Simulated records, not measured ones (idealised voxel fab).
process module | voxel capacitor over wiring
cross-section cut | 245 nm wide | cells 5 nm
A cross-section is a grid of square cells, given in bands from the top down. A band is one or more rows of cells.
Each band's line starts with the height of the band's top and of its bottom, in nm. Then come its materials from left to right, each with its width in nm. One material with "throughout" fills the band from edge to edge. "air" is empty space.
Height 0 is the level under which the wafer as received is all one material. The lowest band goes on downwards, as in "0 down".
A width such as "30 to 40" changes by the same amount from each row of cells to the next, from the band's top row to its bottom row.
"no change" after a step means that no cell of the cross-section changed.
closed voids: empty space of 8 cells or more with no open way to the top, each as width x height at its distance from the left edge, in nm
after a step's settings: what the simulator itself notes on the step
overlay nm, on a step with a mask: how far to the right of its planned place the mask lay; to the left if negative
Each pair below shows a cross-section before one step and the cross-section after it, down to the lowest band that changed. The line under each pair gives the step between them, with its settings. The pairs can come from different runs of this module on the same starting wafer, so a pair continues from the pair above only where its "before" says so.
before
  0 down: Si throughout
  closed voids: none
after
  15 to 0: SiO2 throughout
  below 0: unchanged
  closed voids: none
the step between: op CONFORMAL_DEP | material SiO2 | thk nm 15
before: the cross-section after the pair above
after
  20 to 15: TiN throughout
  below 15: unchanged
  closed voids: none
the step between: op DIRECTIONAL_DEP | material TiN | thk nm 5
before: the cross-section after the pair above
after
  40 to 20: Ru throughout
  below 20: unchanged
  closed voids: none
the step between: op DIRECTIONAL_DEP | material Ru | thk nm 20
before: the cross-section after the pair above
after
  60 to 40: air 70 | resist 25 | air 50 | resist 25 | air 75
  below 40: unchanged
  closed voids: none
the step between: op PATTERN | tone cover | mask id METAL_1 | material resist | width nm 25 | pitch nm 75 | thk nm 20 | overlay nm 0
before: the cross-section after the pair above
after
  60 to 40: air 70 | resist 25 | air 50 | resist 25 | air 75
  40 to 20: air 70 | Ru 25 | air 50 | Ru 25 | air 75
  below 20: unchanged
  closed voids: none
the step between: op DIRECTIONAL_ETCH | etch materials Ru | depth nm 20
before: the cross-section after the pair above
after
  60 to 40: air 70 | resist 25 | air 50 | resist 25 | air 75
  40 to 20: air 70 | Ru 25 | air 50 | Ru 25 | air 75
  20 to 15: air 70 | TiN 25 | air 50 | TiN 25 | air 75
  below 15: unchanged
  closed voids: none
the step between: op DIRECTIONAL_ETCH | etch materials TiN | depth nm 5
before: the cross-section after the pair above
after
  40 to 20: air 70 | Ru 25 | air 50 | Ru 25 | air 75
  below 20: unchanged
  closed voids: none
the step between: op STRIP | etch materials resist
before: the cross-section after the pair above
after
  45 to 40: air 65 | SiN 35 | air 40 | SiN 35 | air 70
  40 to 20: air 65 | SiN 5 | Ru 25 | SiN 5 | air 40 | SiN 5 | Ru 25 | SiN 5 | air 70
  20 to 15: SiN 70 | TiN 25 | SiN 50 | TiN 25 | SiN 75
  below 15: unchanged
  closed voids: none
the step between: op CONFORMAL_DEP | material SiN | thk nm 5
before: the cross-section after the pair above
after
  55 to 45: lowk throughout
  45 to 40: lowk 65 | SiN 35 | lowk 40 | SiN 35 | lowk 70
  40 to 20: lowk 65 | SiN 5 | Ru 25 | SiN 5 | lowk 40 | SiN 5 | Ru 25 | SiN 5 | lowk 70
  below 20: unchanged
  closed voids: none
the step between: op FILL_DEP | material lowk | thk nm 10
before: the cross-section after the pair above
after
  40 to 20: lowk 65 | SiN 5 | Ru 25 | SiN 5 | lowk 40 | SiN 5 | Ru 25 | SiN 5 | lowk 70
  below 20: unchanged
  closed voids: none
the step between: op CMP | height nm 40
before: the cross-section after the pair above
after
  45 to 40: SiCN throughout
  below 40: unchanged
  closed voids: none
the step between: op CONFORMAL_DEP | material SiCN | thk nm 5
before: the cross-section after the pair above
after
  55 to 45: SiO2 throughout
  below 45: unchanged
  closed voids: none
the step between: op DIRECTIONAL_DEP | material SiO2 | thk nm 10
before: the cross-section after the pair above
after
  75 to 55: resist 80 | air 15 | resist 150
  below 55: unchanged
  closed voids: none
the step between: op PATTERN | tone open | mask id PLUG_1 | material resist | width nm 15 | thk nm 20 | overlay nm 0
before: the cross-section after the pair above
after
  75 to 55: resist 80 | air 15 | resist 150
  55 to 45: SiO2 80 | air 15 | SiO2 150
  below 45: unchanged
  closed voids: none
the step between: op DIRECTIONAL_ETCH | etch materials SiO2 | depth nm 10
before: the cross-section after the pair above
after
  75 to 55: resist 80 | air 15 | resist 150
  55 to 45: SiO2 80 | air 15 | SiO2 150
  45 to 40: SiCN 80 | air 15 | SiCN 150
  below 40: unchanged
  closed voids: none
the step between: op DIRECTIONAL_ETCH | etch materials SiCN | depth nm 5
before: the cross-section after the pair above
after
  55 to 45: SiO2 80 | air 15 | SiO2 150
  below 45: unchanged
  closed voids: none
the step between: op STRIP | etch materials resist
before: the cross-section after the pair above
after
  60 to 55: TiN 85 | air 5 | TiN 155
  55 to 45: SiO2 80 | TiN 5 | air 5 | TiN 5 | SiO2 150
  45 to 40: SiCN 80 | TiN 15 | SiCN 150
  below 40: unchanged
  closed voids: none
the step between: op CONFORMAL_DEP | material TiN | thk nm 5
before: the cross-section after the pair above
after
  65 to 60: Ru throughout
  60 to 55: TiN 85 | Ru 5 | TiN 155
  55 to 45: SiO2 80 | TiN 5 | Ru 5 | TiN 5 | SiO2 150
  below 45: unchanged
  closed voids: none
the step between: op FILL_DEP | material Ru | thk nm 5
before: the cross-section after the pair above
after
  55 to 45: SiO2 80 | TiN 5 | Ru 5 | TiN 5 | SiO2 150
  below 45: unchanged
  closed voids: none
the step between: op CMP | height nm 55
before: the cross-section after the pair above
after
  60 to 55: TiN throughout
  below 55: unchanged
  closed voids: none
the step between: op DIRECTIONAL_DEP | material TiN | thk nm 5
before: the cross-section after the pair above
after
  65 to 60: HfO2 throughout
  below 60: unchanged
  closed voids: none
the step between: op DIRECTIONAL_DEP | material HfO2 | thk nm 5
before: the cross-section after the pair above
after
  75 to 65: TiN throughout
  below 65: unchanged
  closed voids: none
the step between: op DIRECTIONAL_DEP | material TiN | thk nm 10
before: the cross-section after the pair above
after
  85 to 75: aC throughout
  below 75: unchanged
  closed voids: none
the step between: op DIRECTIONAL_DEP | material aC | thk nm 10
before: the cross-section after the pair above
after
  115 to 85: air 80 | resist 55 | air 110
  below 85: unchanged
  closed voids: none
the step between: op PATTERN | tone cover | mask id UPPER_PLATE | material resist | width nm 55 | thk nm 30 | overlay nm 0
before: the cross-section after the pair above
after
  105 to 85: air 80 | resist 55 | air 110
  85 to 75: air 80 | aC 55 | air 110
  below 75: unchanged
  closed voids: none
the step between: op DIRECTIONAL_ETCH | etch materials aC | depth nm 10
before: the cross-section after the pair above
after
  85 to 75: air 80 | aC 55 | air 110
  below 75: unchanged
  closed voids: none
the step between: op STRIP | etch materials resist
before: the cross-section after the pair above
after
  85 to 75: air 80 | aC 55 | air 110
  75 to 65: air 80 | TiN 55 | air 110
  below 65: unchanged
  closed voids: none
the step between: op DIRECTIONAL_ETCH | etch materials TiN | depth nm 10
before: the cross-section after the pair above
after
  85 to 75: air 80 | aC 55 | air 110
  75 to 65: air 80 | TiN 55 | air 110
  65 to 60: air 80 | HfO2 55 | air 110
  below 60: unchanged
  closed voids: none
the step between: op DIRECTIONAL_ETCH | etch materials HfO2 | depth nm 5
before: the cross-section after the pair above
after
  75 to 65: air 80 | TiN 55 | air 110
  below 65: unchanged
  closed voids: none
the step between: op STRIP | etch materials aC
before: the cross-section after the pair above
after
  90 to 75: air 80 | aC 55 | air 110
  75 to 65: aC 80 | TiN 55 | aC 110
  65 to 60: aC 80 | HfO2 55 | aC 110
  below 60: unchanged
  closed voids: none
the step between: op DIRECTIONAL_DEP | material aC | thk nm 15
before: the cross-section after the pair above
after
  120 to 90: air 75 | resist 65 | air 105
  90 to 75: air 75 | resist 5 | aC 55 | resist 5 | air 105
  below 75: unchanged
  closed voids: none
the step between: op PATTERN | tone cover | mask id LOWER_PLATE | material resist | width nm 65 | thk nm 30 | overlay nm 0
before: the cross-section after the pair above
after
  105 to 90: air 75 | resist 65 | air 105
  90 to 75: air 75 | resist 5 | aC 55 | resist 5 | air 105
  75 to 65: air 75 | aC 5 | TiN 55 | aC 5 | air 105
  65 to 60: air 75 | aC 5 | HfO2 55 | aC 5 | air 105
  below 60: unchanged
  closed voids: none
the step between: op DIRECTIONAL_ETCH | etch materials aC | depth nm 15
before: the cross-section after the pair above
after
  90 to 75: air 80 | aC 55 | air 110
  below 75: unchanged
  closed voids: none
the step between: op STRIP | etch materials resist
before: the cross-section after the pair above
after
  90 to 75: air 80 | aC 55 | air 110
  75 to 65: air 75 | aC 5 | TiN 55 | aC 5 | air 105
  65 to 60: air 75 | aC 5 | HfO2 55 | aC 5 | air 105
  60 to 55: air 75 | TiN 65 | air 105
  below 55: unchanged
  closed voids: none
the step between: op DIRECTIONAL_ETCH | etch materials TiN | depth nm 5
before: the cross-section after the pair above
after
  75 to 65: air 80 | TiN 55 | air 110
  65 to 60: air 80 | HfO2 55 | air 110
  below 60: unchanged
  closed voids: none
the step between: op STRIP | etch materials aC
before: the cross-section after the pair above
after
  95 to 75: SiO2 throughout
  75 to 65: SiO2 80 | TiN 55 | SiO2 110
  65 to 60: SiO2 80 | HfO2 55 | SiO2 110
  60 to 55: SiO2 75 | TiN 65 | SiO2 105
  below 55: unchanged
  closed voids: none
the step between: op FILL_DEP | material SiO2 | thk nm 20
before: the cross-section after the pair above
after
  90 to 75: SiO2 throughout
  below 75: unchanged
  closed voids: none
the step between: op CMP | height nm 90
before: the cross-section after the pair above
after
  100 to 90: aC throughout
  below 90: unchanged
  closed voids: none
the step between: op DIRECTIONAL_DEP | material aC | thk nm 10
before: the cross-section after the pair above
after
  130 to 100: resist 90 | air 15 | resist 140
  below 100: unchanged
  closed voids: none
the step between: op PATTERN | tone open | mask id PLUG_2 | material resist | width nm 15 | thk nm 30 | overlay nm 0
before: the cross-section after the pair above
after
  120 to 100: resist 90 | air 15 | resist 140
  100 to 90: aC 90 | air 15 | aC 140
  below 90: unchanged
  closed voids: none
the step between: op DIRECTIONAL_ETCH | etch materials aC | depth nm 10
before: the cross-section after the pair above
after
  100 to 90: aC 90 | air 15 | aC 140
  below 90: unchanged
  closed voids: none
the step between: op STRIP | etch materials resist
before: the cross-section after the pair above
after
  100 to 90: aC 90 | air 15 | aC 140
  90 to 75: SiO2 90 | air 15 | SiO2 140
  below 75: unchanged
  closed voids: none
the step between: op DIRECTIONAL_ETCH | etch materials SiO2 | depth nm 15
before: the cross-section after the pair above
after
  90 to 75: SiO2 90 | air 15 | SiO2 140
  below 75: unchanged
  closed voids: none
the step between: op STRIP | etch materials aC
before: the cross-section after the pair above
after
  95 to 90: TiN 95 | air 5 | TiN 145
  90 to 80: SiO2 90 | TiN 5 | air 5 | TiN 5 | SiO2 140
  80 to 75: SiO2 90 | TiN 15 | SiO2 140
  below 75: unchanged
  closed voids: none
the step between: op CONFORMAL_DEP | material TiN | thk nm 5
before: the cross-section after the pair above
after
  105 to 95: Cu throughout
  95 to 90: TiN 95 | Cu 5 | TiN 145
  90 to 80: SiO2 90 | TiN 5 | Cu 5 | TiN 5 | SiO2 140
  below 80: unchanged
  closed voids: none
the step between: op FILL_DEP | material Cu | thk nm 10
before: the cross-section after the pair above
after
  90 to 80: SiO2 90 | TiN 5 | Cu 5 | TiN 5 | SiO2 140
  below 80: unchanged
  closed voids: none
the step between: op CMP | height nm 90
before: the cross-section after the pair above
after
  95 to 90: SiCN throughout
  below 90: unchanged
  closed voids: none
the step between: op CONFORMAL_DEP | material SiCN | thk nm 5
before
  105 to 95: Cu throughout
  95 to 90: TiN 95 | Cu 5 | TiN 145
  90 to 80: SiO2 90 | TiN 5 | Cu 5 | TiN 5 | SiO2 140
  80 to 75: SiO2 90 | TiN 15 | SiO2 140
  75 to 65: SiO2 80 | TiN 55 | SiO2 110
  65 to 60: SiO2 80 | HfO2 55 | SiO2 110
  60 to 55: SiO2 75 | TiN 65 | SiO2 105
  55 to 45: SiO2 80 | TiN 5 | Ru 5 | TiN 5 | SiO2 150
  45 to 40: SiCN 80 | TiN 15 | SiCN 150
  40 to 20: lowk 65 | SiN 5 | Ru 25 | SiN 5 | lowk 40 | SiN 5 | Ru 25 | SiN 5 | lowk 70
  20 to 15: SiN 70 | TiN 25 | SiN 50 | TiN 25 | SiN 75
  15 to 0: SiO2 throughout
  0 down: Si throughout
  closed voids: none
after
  110 to 105: SiCN throughout
  below 105: unchanged
  closed voids: none
the step between: op CONFORMAL_DEP | material SiCN | thk nm 5
before
  15 to 0: SiO2 throughout
  0 down: Si throughout
  closed voids: none
after
  30 to 0: SiO2 throughout
  below 0: unchanged
  closed voids: none
the step between: op CONFORMAL_DEP | material SiO2 | thk nm 15
before: the cross-section after the pair above
after
  35 to 30: TiN throughout
  below 30: unchanged
  closed voids: none
the step between: op DIRECTIONAL_DEP | material TiN | thk nm 5
before: the cross-section after the pair above
after
  55 to 35: Ru throughout
  below 35: unchanged
  closed voids: none
the step between: op DIRECTIONAL_DEP | material Ru | thk nm 20
before: the cross-section after the pair above
after
  75 to 55: air 70 | resist 25 | air 50 | resist 25 | air 75
  below 55: unchanged
  closed voids: none
the step between: op PATTERN | tone cover | mask id METAL_1 | material resist | width nm 25 | pitch nm 75 | thk nm 20 | overlay nm 0
before: the cross-section after the pair above
after
  75 to 55: air 70 | resist 25 | air 50 | resist 25 | air 75
  55 to 35: air 70 | Ru 25 | air 50 | Ru 25 | air 75
  below 35: unchanged
  closed voids: none
the step between: op DIRECTIONAL_ETCH | etch materials Ru | depth nm 20
before: the cross-section after the pair above
after
  75 to 55: air 70 | resist 25 | air 50 | resist 25 | air 75
  55 to 35: air 70 | Ru 25 | air 50 | Ru 25 | air 75
  35 to 30: air 70 | TiN 25 | air 50 | TiN 25 | air 75
  below 30: unchanged
  closed voids: none
the step between: op DIRECTIONAL_ETCH | etch materials TiN | depth nm 5
before: the cross-section after the pair above
after
  55 to 35: air 70 | Ru 25 | air 50 | Ru 25 | air 75
  below 35: unchanged
  closed voids: none
the step between: op STRIP | etch materials resist
before: the cross-section after the pair above
after
  60 to 55: air 65 | SiN 35 | air 40 | SiN 35 | air 70
  55 to 35: air 65 | SiN 5 | Ru 25 | SiN 5 | air 40 | SiN 5 | Ru 25 | SiN 5 | air 70
  35 to 30: SiN 70 | TiN 25 | SiN 50 | TiN 25 | SiN 75
  below 30: unchanged
  closed voids: none
the step between: op CONFORMAL_DEP | material SiN | thk nm 5
before: the cross-section after the pair above
after
  70 to 60: lowk throughout
  60 to 55: lowk 65 | SiN 35 | lowk 40 | SiN 35 | lowk 70
  55 to 35: lowk 65 | SiN 5 | Ru 25 | SiN 5 | lowk 40 | SiN 5 | Ru 25 | SiN 5 | lowk 70
  below 35: unchanged
  closed voids: none
the step between: op FILL_DEP | material lowk | thk nm 10
before: the cross-section after the pair above
after
  40 to 35: lowk 65 | SiN 5 | Ru 25 | SiN 5 | lowk 40 | SiN 5 | Ru 25 | SiN 5 | lowk 70
  below 35: unchanged
  closed voids: none
the step between: op CMP | height nm 40
before: the cross-section after the pair above
after
  45 to 40: SiCN throughout
  below 40: unchanged
  closed voids: none
the step between: op CONFORMAL_DEP | material SiCN | thk nm 5
before: the cross-section after the pair above
after
  55 to 45: SiO2 throughout
  below 45: unchanged
  closed voids: none
the step between: op DIRECTIONAL_DEP | material SiO2 | thk nm 10
before: the cross-section after the pair above
after
  75 to 55: resist 80 | air 15 | resist 150
  below 55: unchanged
  closed voids: none
the step between: op PATTERN | tone open | mask id PLUG_1 | material resist | width nm 15 | thk nm 20 | overlay nm 0
before: the cross-section after the pair above
after
  75 to 55: resist 80 | air 15 | resist 150
  55 to 45: SiO2 80 | air 15 | SiO2 150
  below 45: unchanged
  closed voids: none
the step between: op DIRECTIONAL_ETCH | etch materials SiO2 | depth nm 10
before: the cross-section after the pair above
after
  75 to 55: resist 80 | air 15 | resist 150
  55 to 45: SiO2 80 | air 15 | SiO2 150
  45 to 40: SiCN 80 | air 15 | SiCN 150
  below 40: unchanged
  closed voids: none
the step between: op DIRECTIONAL_ETCH | etch materials SiCN | depth nm 5
before: the cross-section after the pair above
after
  55 to 45: SiO2 80 | air 15 | SiO2 150
  below 45: unchanged
  closed voids: none
the step between: op STRIP | etch materials resist
before: the cross-section after the pair above
after
  60 to 55: TiN 85 | air 5 | TiN 155
  55 to 45: SiO2 80 | TiN 5 | air 5 | TiN 5 | SiO2 150
  45 to 40: SiCN 80 | TiN 15 | SiCN 150
  below 40: unchanged
  closed voids: none
the step between: op CONFORMAL_DEP | material TiN | thk nm 5
before: the cross-section after the pair above
after
  65 to 60: Ru throughout
  60 to 55: TiN 85 | Ru 5 | TiN 155
  55 to 45: SiO2 80 | TiN 5 | Ru 5 | TiN 5 | SiO2 150
  below 45: unchanged
  closed voids: none
the step between: op FILL_DEP | material Ru | thk nm 5
before: the cross-section after the pair above
after
  55 to 45: SiO2 80 | TiN 5 | Ru 5 | TiN 5 | SiO2 150
  below 45: unchanged
  closed voids: none
the step between: op CMP | height nm 55
before: the cross-section after the pair above
after
  60 to 55: TiN throughout
  below 55: unchanged
  closed voids: none
the step between: op DIRECTIONAL_DEP | material TiN | thk nm 5
before: the cross-section after the pair above
after
  65 to 60: HfO2 throughout
  below 60: unchanged
  closed voids: none
the step between: op DIRECTIONAL_DEP | material HfO2 | thk nm 5
before: the cross-section after the pair above
after
  75 to 65: TiN throughout
  below 65: unchanged
  closed voids: none
the step between: op DIRECTIONAL_DEP | material TiN | thk nm 10
before: the cross-section after the pair above
after
  85 to 75: aC throughout
  below 75: unchanged
  closed voids: none
the step between: op DIRECTIONAL_DEP | material aC | thk nm 10
before: the cross-section after the pair above
after
  115 to 85: air 80 | resist 55 | air 110
  below 85: unchanged
  closed voids: none
the step between: op PATTERN | tone cover | mask id UPPER_PLATE | material resist | width nm 55 | thk nm 30 | overlay nm 0
before: the cross-section after the pair above
after
  105 to 85: air 80 | resist 55 | air 110
  85 to 75: air 80 | aC 55 | air 110
  below 75: unchanged
  closed voids: none
the step between: op DIRECTIONAL_ETCH | etch materials aC | depth nm 10
before: the cross-section after the pair above
after
  85 to 75: air 80 | aC 55 | air 110
  below 75: unchanged
  closed voids: none
the step between: op STRIP | etch materials resist
before: the cross-section after the pair above
after
  85 to 75: air 80 | aC 55 | air 110
  75 to 65: air 80 | TiN 55 | air 110
  below 65: unchanged
  closed voids: none
the step between: op DIRECTIONAL_ETCH | etch materials TiN | depth nm 10
before: the cross-section after the pair above
after
  85 to 75: air 80 | aC 55 | air 110
  75 to 65: air 80 | TiN 55 | air 110
  65 to 60: air 80 | HfO2 55 | air 110
  below 60: unchanged
  closed voids: none
the step between: op DIRECTIONAL_ETCH | etch materials HfO2 | depth nm 5
before: the cross-section after the pair above
after
  75 to 65: air 80 | TiN 55 | air 110
  below 65: unchanged
  closed voids: none
the step between: op STRIP | etch materials aC
before: the cross-section after the pair above
after
  90 to 75: air 80 | aC 55 | air 110
  75 to 65: aC 80 | TiN 55 | aC 110
  65 to 60: aC 80 | HfO2 55 | aC 110
  below 60: unchanged
  closed voids: none
the step between: op DIRECTIONAL_DEP | material aC | thk nm 15
before: the cross-section after the pair above
after
  120 to 90: air 75 | resist 65 | air 105
  90 to 75: air 75 | resist 5 | aC 55 | resist 5 | air 105
  below 75: unchanged
  closed voids: none
the step between: op PATTERN | tone cover | mask id LOWER_PLATE | material resist | width nm 65 | thk nm 30 | overlay nm 0
before: the cross-section after the pair above
after
  105 to 90: air 75 | resist 65 | air 105
  90 to 75: air 75 | resist 5 | aC 55 | resist 5 | air 105
  75 to 65: air 75 | aC 5 | TiN 55 | aC 5 | air 105
  65 to 60: air 75 | aC 5 | HfO2 55 | aC 5 | air 105
  below 60: unchanged
  closed voids: none
the step between: op DIRECTIONAL_ETCH | etch materials aC | depth nm 15
before: the cross-section after the pair above
after
  90 to 75: air 80 | aC 55 | air 110
  below 75: unchanged
  closed voids: none
the step between: op STRIP | etch materials resist
before: the cross-section after the pair above
after
  90 to 75: air 80 | aC 55 | air 110
  75 to 65: air 75 | aC 5 | TiN 55 | aC 5 | air 105
  65 to 60: air 75 | aC 5 | HfO2 55 | aC 5 | air 105
  60 to 55: air 75 | TiN 65 | air 105
  below 55: unchanged
  closed voids: none
the step between: op DIRECTIONAL_ETCH | etch materials TiN | depth nm 5
before: the cross-section after the pair above
after
  75 to 65: air 80 | TiN 55 | air 110
  65 to 60: air 80 | HfO2 55 | air 110
  below 60: unchanged
  closed voids: none
the step between: op STRIP | etch materials aC
before: the cross-section after the pair above
after
  95 to 75: SiO2 throughout
  75 to 65: SiO2 80 | TiN 55 | SiO2 110
  65 to 60: SiO2 80 | HfO2 55 | SiO2 110
  60 to 55: SiO2 75 | TiN 65 | SiO2 105
  below 55: unchanged
  closed voids: none
the step between: op FILL_DEP | material SiO2 | thk nm 20
before: the cross-section after the pair above
after
  90 to 75: SiO2 throughout
  below 75: unchanged
  closed voids: none
the step between: op CMP | height nm 90
before: the cross-section after the pair above
after
  100 to 90: aC throughout
  below 90: unchanged
  closed voids: none
the step between: op DIRECTIONAL_DEP | material aC | thk nm 10
before: the cross-section after the pair above
after
  130 to 100: resist 90 | air 15 | resist 140
  below 100: unchanged
  closed voids: none
the step between: op PATTERN | tone open | mask id PLUG_2 | material resist | width nm 15 | thk nm 30 | overlay nm 0
before: the cross-section after the pair above
after
  120 to 100: resist 90 | air 15 | resist 140
  100 to 90: aC 90 | air 15 | aC 140
  below 90: unchanged
  closed voids: none
the step between: op DIRECTIONAL_ETCH | etch materials aC | depth nm 10
before: the cross-section after the pair above
after
  100 to 90: aC 90 | air 15 | aC 140
  below 90: unchanged
  closed voids: none
the step between: op STRIP | etch materials resist
before: the cross-section after the pair above
after
  100 to 90: aC 90 | air 15 | aC 140
  90 to 75: SiO2 90 | air 15 | SiO2 140
  below 75: unchanged
  closed voids: none
the step between: op DIRECTIONAL_ETCH | etch materials SiO2 | depth nm 15
before: the cross-section after the pair above
after
  90 to 75: SiO2 90 | air 15 | SiO2 140
  below 75: unchanged
  closed voids: none
the step between: op STRIP | etch materials aC
before: the cross-section after the pair above
after
  95 to 90: TiN 95 | air 5 | TiN 145
  90 to 80: SiO2 90 | TiN 5 | air 5 | TiN 5 | SiO2 140
  80 to 75: SiO2 90 | TiN 15 | SiO2 140
  below 75: unchanged
  closed voids: none
the step between: op CONFORMAL_DEP | material TiN | thk nm 5
before: the cross-section after the pair above
after
  105 to 95: Cu throughout
  95 to 90: TiN 95 | Cu 5 | TiN 145
  90 to 80: SiO2 90 | TiN 5 | Cu 5 | TiN 5 | SiO2 140
  below 80: unchanged
  closed voids: none
the step between: op FILL_DEP | material Cu | thk nm 10
before: the cross-section after the pair above
after
  90 to 80: SiO2 90 | TiN 5 | Cu 5 | TiN 5 | SiO2 140
  below 80: unchanged
  closed voids: none
the step between: op CMP | height nm 90
before: the cross-section after the pair above
after
  95 to 90: SiCN throughout
  below 90: unchanged
  closed voids: none
the step between: op CONFORMAL_DEP | material SiCN | thk nm 5
before
  15 to 0: SiO2 throughout
  0 down: Si throughout
  closed voids: none
after
  35 to 15: Ru throughout
  below 15: unchanged
  closed voids: none
the step between: op DIRECTIONAL_DEP | material Ru | thk nm 20
before: the cross-section after the pair above
after
  40 to 35: TiN throughout
  below 35: unchanged
  closed voids: none
the step between: op DIRECTIONAL_DEP | material TiN | thk nm 5
before: the cross-section after the pair above
after
  60 to 40: air 70 | resist 25 | air 50 | resist 25 | air 75
  below 40: unchanged
  closed voids: none
the step between: op PATTERN | tone cover | mask id METAL_1 | material resist | width nm 25 | pitch nm 75 | thk nm 20 | overlay nm 0
before: the cross-section after the pair above
after
  60 to 40: air 70 | resist 25 | air 50 | resist 25 | air 75
  40 to 35: air 70 | TiN 25 | air 50 | TiN 25 | air 75
  below 35: unchanged
  closed voids: none
the step between: op DIRECTIONAL_ETCH | etch materials TiN | depth nm 5
before: the cross-section after the pair above
after
  40 to 35: air 70 | TiN 25 | air 50 | TiN 25 | air 75
  below 35: unchanged
  closed voids: none
the step between: op STRIP | etch materials resist
before: the cross-section after the pair above
after
  45 to 40: air 65 | SiN 35 | air 40 | SiN 35 | air 70
  40 to 35: SiN 70 | TiN 25 | SiN 50 | TiN 25 | SiN 75
  below 35: unchanged
  closed voids: none
the step between: op CONFORMAL_DEP | material SiN | thk nm 5
before: the cross-section after the pair above
after
  55 to 45: lowk throughout
  45 to 40: lowk 65 | SiN 35 | lowk 40 | SiN 35 | lowk 70
  below 40: unchanged
  closed voids: none
the step between: op FILL_DEP | material lowk | thk nm 10
before: the cross-section after the pair above
after
  40 to 35: SiN 70 | TiN 25 | SiN 50 | TiN 25 | SiN 75
  below 35: unchanged
  closed voids: none
the step between: op CMP | height nm 40
before: the cross-section after the pair above
after
  45 to 40: SiCN throughout
  below 40: unchanged
  closed voids: none
the step between: op CONFORMAL_DEP | material SiCN | thk nm 5
before: the cross-section after the pair above
after
  55 to 45: SiO2 throughout
  below 45: unchanged
  closed voids: none
the step between: op DIRECTIONAL_DEP | material SiO2 | thk nm 10
before: the cross-section after the pair above
after
  75 to 55: resist 80 | air 15 | resist 150
  below 55: unchanged
  closed voids: none
the step between: op PATTERN | tone open | mask id PLUG_1 | material resist | width nm 15 | thk nm 20 | overlay nm 0
before: the cross-section after the pair above
after
  75 to 55: resist 80 | air 15 | resist 150
  55 to 45: SiO2 80 | air 15 | SiO2 150
  below 45: unchanged
  closed voids: none
the step between: op DIRECTIONAL_ETCH | etch materials SiO2 | depth nm 10
before: the cross-section after the pair above
after
  75 to 55: resist 80 | air 15 | resist 150
  55 to 45: SiO2 80 | air 15 | SiO2 150
  45 to 40: SiCN 80 | air 15 | SiCN 150
  below 40: unchanged
  closed voids: none
the step between: op DIRECTIONAL_ETCH | etch materials SiCN | depth nm 5
before: the cross-section after the pair above
after
  55 to 45: SiO2 80 | air 15 | SiO2 150
  below 45: unchanged
  closed voids: none
the step between: op STRIP | etch materials resist
before: the cross-section after the pair above
after
  60 to 55: TiN 85 | air 5 | TiN 155
  55 to 45: SiO2 80 | TiN 5 | air 5 | TiN 5 | SiO2 150
  45 to 40: SiCN 80 | TiN 15 | SiCN 150
  below 40: unchanged
  closed voids: none
the step between: op CONFORMAL_DEP | material TiN | thk nm 5
before: the cross-section after the pair above
after
  65 to 60: Ru throughout
  60 to 55: TiN 85 | Ru 5 | TiN 155
  55 to 45: SiO2 80 | TiN 5 | Ru 5 | TiN 5 | SiO2 150
  below 45: unchanged
  closed voids: none
the step between: op FILL_DEP | material Ru | thk nm 5
before: the cross-section after the pair above
after
  55 to 45: SiO2 80 | TiN 5 | Ru 5 | TiN 5 | SiO2 150
  below 45: unchanged
  closed voids: none
the step between: op CMP | height nm 55
before: the cross-section after the pair above
after
  60 to 55: TiN throughout
  below 55: unchanged
  closed voids: none
the step between: op DIRECTIONAL_DEP | material TiN | thk nm 5
before: the cross-section after the pair above
after
  65 to 60: HfO2 throughout
  below 60: unchanged
  closed voids: none
the step between: op DIRECTIONAL_DEP | material HfO2 | thk nm 5
before: the cross-section after the pair above
after
  75 to 65: TiN throughout
  below 65: unchanged
  closed voids: none
the step between: op DIRECTIONAL_DEP | material TiN | thk nm 10
before: the cross-section after the pair above
after
  85 to 75: aC throughout
  below 75: unchanged
  closed voids: none
the step between: op DIRECTIONAL_DEP | material aC | thk nm 10
before: the cross-section after the pair above
after
  115 to 85: air 80 | resist 55 | air 110
  below 85: unchanged
  closed voids: none
the step between: op PATTERN | tone cover | mask id UPPER_PLATE | material resist | width nm 55 | thk nm 30 | overlay nm 0
before: the cross-section after the pair above
after
  105 to 85: air 80 | resist 55 | air 110
  85 to 75: air 80 | aC 55 | air 110
  below 75: unchanged
  closed voids: none
the step between: op DIRECTIONAL_ETCH | etch materials aC | depth nm 10
before: the cross-section after the pair above
after
  85 to 75: air 80 | aC 55 | air 110
  below 75: unchanged
  closed voids: none
the step between: op STRIP | etch materials resist
before: the cross-section after the pair above
after
  85 to 75: air 80 | aC 55 | air 110
  75 to 65: air 80 | TiN 55 | air 110
  below 65: unchanged
  closed voids: none
the step between: op DIRECTIONAL_ETCH | etch materials TiN | depth nm 10
before: the cross-section after the pair above
after
  85 to 75: air 80 | aC 55 | air 110
  75 to 65: air 80 | TiN 55 | air 110
  65 to 60: air 80 | HfO2 55 | air 110
  below 60: unchanged
  closed voids: none
the step between: op DIRECTIONAL_ETCH | etch materials HfO2 | depth nm 5
before: the cross-section after the pair above
after
  75 to 65: air 80 | TiN 55 | air 110
  below 65: unchanged
  closed voids: none
the step between: op STRIP | etch materials aC
before: the cross-section after the pair above
after
  90 to 75: air 80 | aC 55 | air 110
  75 to 65: aC 80 | TiN 55 | aC 110
  65 to 60: aC 80 | HfO2 55 | aC 110
  below 60: unchanged
  closed voids: none
the step between: op DIRECTIONAL_DEP | material aC | thk nm 15
before: the cross-section after the pair above
after
  120 to 90: air 75 | resist 65 | air 105
  90 to 75: air 75 | resist 5 | aC 55 | resist 5 | air 105
  below 75: unchanged
  closed voids: none
the step between: op PATTERN | tone cover | mask id LOWER_PLATE | material resist | width nm 65 | thk nm 30 | overlay nm 0
before: the cross-section after the pair above
after
  105 to 90: air 75 | resist 65 | air 105
  90 to 75: air 75 | resist 5 | aC 55 | resist 5 | air 105
  75 to 65: air 75 | aC 5 | TiN 55 | aC 5 | air 105
  65 to 60: air 75 | aC 5 | HfO2 55 | aC 5 | air 105
  below 60: unchanged
  closed voids: none
the step between: op DIRECTIONAL_ETCH | etch materials aC | depth nm 15
before: the cross-section after the pair above
after
  90 to 75: air 80 | aC 55 | air 110
  below 75: unchanged
  closed voids: none
the step between: op STRIP | etch materials resist
before: the cross-section after the pair above
after
  90 to 75: air 80 | aC 55 | air 110
  75 to 65: air 75 | aC 5 | TiN 55 | aC 5 | air 105
  65 to 60: air 75 | aC 5 | HfO2 55 | aC 5 | air 105
  60 to 55: air 75 | TiN 65 | air 105
  below 55: unchanged
  closed voids: none
the step between: op DIRECTIONAL_ETCH | etch materials TiN | depth nm 5
before: the cross-section after the pair above
after
  75 to 65: air 80 | TiN 55 | air 110
  65 to 60: air 80 | HfO2 55 | air 110
  below 60: unchanged
  closed voids: none
the step between: op STRIP | etch materials aC
